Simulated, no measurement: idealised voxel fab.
Process module, titled voxel capacitor over wiring
Cross-section cut: width 225 nm, square cells of 5 nm.
Think of the cross-section as a grid of square cells. We describe it in bands, top to bottom, and each band covers one or more rows of those cells.
Basically the band line says how high the top is and how high the bottom is, in nm, and then what's in it from left to right, every material with its width in nm. Empty space shows up as "blank", and if a single material carries "edge to edge" it runs the full band edge to edge.
Convention: height 0 is the level below which the wafer, as received, is all one material. The lowest band does not terminate at the bottom but continues downward, represented as "0 -> down".
Width: "30->40" (first number = top row, second number = bottom row, same change from row to row of cells).
When a step is marked "no alterations made", none of the cells in the cross-section changed during that step.
The list in "Enclosed voids" covers empty spaces of 8 cells or more that cannot reach the top through any open way, and it gives each as width x height at distance; the distance is from the left edge, and width, height and distance are in nm.
If you see something after the settings on a step's line, that's the simulator's own remark about that step.
The optional step-line setting "overlay nm" applies to steps with a mask and quantifies how far to the right of its planned location the mask lay, a negative value indicating leftward placement.
# Here's what the planned process steps look like
1,op RECEIVE | material Si
2,op CONFORMAL_DEP | material SiO2 | thk nm 15
3,op CONFORMAL_DEP | material SiN | thk nm 5
4,op DIRECTIONAL_DEP | material SiO2 | thk nm 25
5,op PATTERN | tone open | mask id METAL_1 | material resist | width nm 30 | pitch nm 80 | thk nm 15 | overlay nm 0
6,op DIRECTIONAL_ETCH | etch materials SiO2 | depth nm 25
7,op DIRECTIONAL_ETCH | etch materials SiN | depth nm 5
8,op STRIP | etch materials resist
9,op CONFORMAL_DEP | material TiN | thk nm 5
10,op FILL_DEP | material W | thk nm 10
11,op CMP | height nm 45
12,op CONFORMAL_DEP | material SiCN | thk nm 5
13,op DIRECTIONAL_DEP | material lowk | thk nm 15
14,op PATTERN | tone open | mask id PLUG_1 | material resist | width nm 15 | thk nm 20 | overlay nm 0
15,op DIRECTIONAL_ETCH | etch materials lowk | depth nm 15
16,op DIRECTIONAL_ETCH | etch materials SiCN | depth nm 5
17,op STRIP | etch materials resist
18,op EPI | material Ru | thk nm 10
19,op EPI | material Ru | thk nm 10
20,op DIRECTIONAL_DEP | material TiN | thk nm 10
21,op DIRECTIONAL_DEP | material HfO2 | thk nm 5
22,op DIRECTIONAL_DEP | material TiN | thk nm 10
23,op MASKED_ETCH | tone cover | mask id UPPER_PLATE | width nm 55 | etch materials TiN | depth nm 10 | overlay nm 0
24,op MASKED_ETCH | tone cover | mask id UPPER_PLATE | width nm 55 | etch materials HfO2 | depth nm 5 | overlay nm 0
25,op MASKED_ETCH | tone cover | mask id LOWER_PLATE | width nm 65 | etch materials TiN | depth nm 10 | overlay nm 0
26,op FILL_DEP | material SiO2 | thk nm 20
27,op CMP | height nm 105
28,op PATTERN | tone open | mask id PLUG_2 | material resist | width nm 15 | thk nm 15 | overlay nm 0
29,op DIRECTIONAL_ETCH | etch materials SiO2 | depth nm 15
30,op STRIP | etch materials resist
31,op CONFORMAL_DEP | material TiN | thk nm 5
32,op FILL_DEP | material Ru | thk nm 10
33,op CMP | height nm 105
34,op CONFORMAL_DEP | material SiN | thk nm 5
# Wafer cross-section on receipt, i.e. after step 1
	0 -> down | Si edge to edge
	Enclosed voids: none
# Cross-sectional result after module completion. Note: starting condition and plan are unchanged from above; one processing mistake was made
	110 -> 105 | SiN edge to edge
	105 -> 95 | SiO2=80; lowk=5; Ru=5; lowk=5; SiO2=130
	95 -> 90 | SiO2=80; lowk=15; SiO2=130
	90 -> 80 | SiO2=70; TiN=55; SiO2=100
	80 -> 75 | SiO2=70; HfO2=55; SiO2=100
	75 -> 65 | SiO2=65; TiN=65; SiO2=95
	65 -> 50 | lowk=70; Ru=15; lowk=140
	50 -> 45 | SiCN=70; Ru=15; SiCN=140
	45 -> 20 | SiO2=55; TiN=5; W=20; TiN=5; SiO2=50; TiN=5; W=20; TiN=5; SiO2=60
	20 -> 15 | SiN=55; TiN=30; SiN=50; TiN=30; SiN=60
	15 -> 0 | SiO2 edge to edge
	0 -> down | Si edge to edge
	Enclosed voids: none
Short version of what went wrong: step 31 did not happen as planned, as run it was op CONFORMAL_DEP | material lowk | thk nm 5
